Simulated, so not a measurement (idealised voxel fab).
A process module follows: voxel gate over fins.
Each square cell in cross-section cut measures 5 nm, and the section as a whole is 250 nm wide.
Notation: cross-section as square-cell grid; stated in bands, top first, going down; one or more cell rows per band.
Heights first: top, then bottom, in nm. Then materials, left to right, each with a width in nm. "all across" on a single material: fills the band edge to edge. "air": empty space.
Height reference: 0 = level under which incoming wafer is all one material. Lowest band: no bottom, runs on downward, e.g. "0 nm and below".
Note: "30..40" means the width goes from the first number (top row of the band) to the second number (bottom row) in equal steps per row of cells.
The cross-section has no changed cell in any step marked "nothing was modified".
"Enclosed internal cavities" means: voids of 8 cells or more that are shut off from the top with no open way through. Written width x height at distance, distance from the left edge, in nm.
Past the settings on a step's line: simulator remark, on that step.
"overlay nm" on a masked step: distance the mask lay right of its planned place, negative for left.
Steps in the process plan
| 1 | RECEIVE,material Si |
| 2 | CONFORMAL_DEP,material SiN,thk nm 5 |
| 3 | MASKED_ETCH,tone cover,mask id FINS,width nm 15,pitch nm 35,etch materials SiN,depth nm 5,overlay nm 0 |
| 4 | MASKED_ETCH,tone cover,mask id FINS,width nm 15,pitch nm 35,etch materials Si,depth nm 30,overlay nm 0 |
| 5 | FILL_DEP,material SiO2,thk nm 10 |
| 6 | CMP,height nm 5 |
| 7 | SELECTIVE_ETCH,etch materials SiO2,depth nm 15 |
| 8 | STRIP,etch materials SiN |
| 9 | CONFORMAL_DEP,material HfO2,thk nm 5 |
| 10 | CONFORMAL_DEP,material TiN,thk nm 5 |
| 11 | FILL_DEP,material W,thk nm 10 |
| 12 | CMP,height nm 15 |
| 13 | CONFORMAL_DEP,material SiCN,thk nm 10 |
The wafers are alike at the start. At step 4, their depth nm differs. The plan lists the first wafer's value.
Cross-section, first of several wafers, as delivered after step 1
> 0 nm and below = Si all across
> Enclosed internal cavities: none
Rows = wafers. At module end, each row lists per material the cells gained (+) or lost (-) since the wafer was received, then the closed voids
depth nm 30, +58 HfO2, -264 Si, +100 SiCN, +176 SiO2, +58 TiN, +122 W, Enclosed internal cavities: none
depth nm 35, +58 HfO2, -308 Si, +100 SiCN, +220 SiO2, +58 TiN, +122 W, Enclosed internal cavities: none
depth nm 40, +58 HfO2, -352 Si, +100 SiCN, +264 SiO2, +58 TiN, +122 W, Enclosed internal cavities: none
depth nm 45, +58 HfO2, -396 Si, +100 SiCN, +308 SiO2, +58 TiN, +122 W, Enclosed internal cavities: none
depth nm 50, +58 HfO2, -440 Si, +100 SiCN, +352 SiO2, +58 TiN, +122 W, Enclosed internal cavities: none
depth nm 55, +58 HfO2, -484 Si, +100 SiCN, +396 SiO2, +58 TiN, +122 W, Enclosed internal cavities: none
